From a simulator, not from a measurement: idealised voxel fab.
Process module, titled voxel self aligned contacts
The cross-section shown here is cut; it is 215 nm wide and divided into square cells measuring 5 nm on a side.
We lay out every cross-section as a grid of square cells and spell it out in bands from the top down, where one band means one or more rows of cells. First you get the band's top height and its bottom height, in nm, and then the materials it's made of, left to right, with each width in nm. If you see a single material with "everywhere", that one covers the band edge to edge. "blank" is empty space. Heights are measured from 0, the level below which the as-received wafer is all one material; the lowest band has no bottom and continues downward, written as in "from 0 down". So if you see something like "30..40" for the width, read it as the top row of the band sitting at the first number and the bottom row at the second, with every row in between moving by the same amount as the last. The designation "nothing changed", where it is given for a processing step, indicates that no cell of the cross-section was altered in the course of that step. Enclosed voids (no open way to top), threshold 8 cells or more, entry "Fully closed voids", notation width x height at distance, distance from left edge, nm. On each step's line, the part that comes after the settings is the simulator's own comment on the step. overlay nm: step with mask; distance mask lay right of planned place; negative value = left of planned place.

[So here's the lineup of process steps we planned]
| 1 | RECEIVE: material Si |
| 2 | CONFORMAL_DEP: material SiO2, thk nm 5 |
| 3 | DIRECTIONAL_DEP: material polySi, thk nm 30 |
| 4 | DIRECTIONAL_DEP: material SiN, thk nm 25 |
| 5 | PATTERN: tone cover, mask id GATE, material resist, width nm 30, pitch nm 70, thk nm 15, overlay nm 0 |
| 6 | DIRECTIONAL_ETCH: etch materials SiN, depth nm 25 |
| 7 | DIRECTIONAL_ETCH: etch materials polySi, depth nm 30 |
| 8 | STRIP: etch materials resist |
| 9 | CONFORMAL_DEP: material SiN, thk nm 10 |
| 10 | DIRECTIONAL_ETCH: etch materials SiN, depth nm 10 |
| 11 | FILL_DEP: material SiO2, thk nm 10 |
| 12 | CMP: height nm 65 |
| 13 | DIRECTIONAL_DEP: material aC, thk nm 15 |
| 14 | PATTERN: tone open, mask id CONTACT, material resist, width nm 50, pitch nm 70, thk nm 35, overlay nm 0 |
| 15 | DIRECTIONAL_ETCH: etch materials aC, depth nm 15 |
| 16 | STRIP: etch materials resist |
| 17 | DIRECTIONAL_ETCH: etch materials SiO2, depth nm 65 |
| 18 | STRIP: etch materials aC |
| 19 | CONFORMAL_DEP: material TiN, thk nm 5 |
| 20 | FILL_DEP: material W, thk nm 10 |
| 21 | CMP: height nm 65 |
| 22 | CONFORMAL_DEP: material SiN, thk nm 5 |

[Cross-section of the wafer at receipt, which is the condition after step 1]
* from 0 down  Si everywhere
* Fully closed voids: none

[Wafer cross-section at end of module: start and plan as shown above, one execution error]
* from 70 to 65  SiN everywhere
* from 65 to 60  5 of W | 40 of TiN | 50 of SiO2 | 20 of TiN | 50 of SiO2 | 40 of TiN | 10 of W
* from 60 to 35  5 of W | 5 of TiN | 50 of SiN | 20 of SiO2 | 50 of SiN | 20 of SiO2 | 50 of SiN | 5 of TiN | 10 of W
* from 35 to 5  5 of W | 5 of TiN | 10 of SiN | 30 of polySi | 10 of SiN | 20 of SiO2 | 10 of SiN | 30 of polySi | 10 of SiN | 20 of SiO2 | 10 of SiN | 30 of polySi | 10 of SiN | 5 of TiN | 10 of W
* from 5 to 0  10 of TiN | 190 of SiO2 | 15 of TiN
* from 0 down  Si everywhere
* Fully closed voids: none
So what did we get wrong on this run? note that step 14 departed from the planned setting and was carried out as PATTERN: tone cover, mask id CONTACT, material resist, width nm 50, pitch nm 70, thk nm 35, overlay nm 0
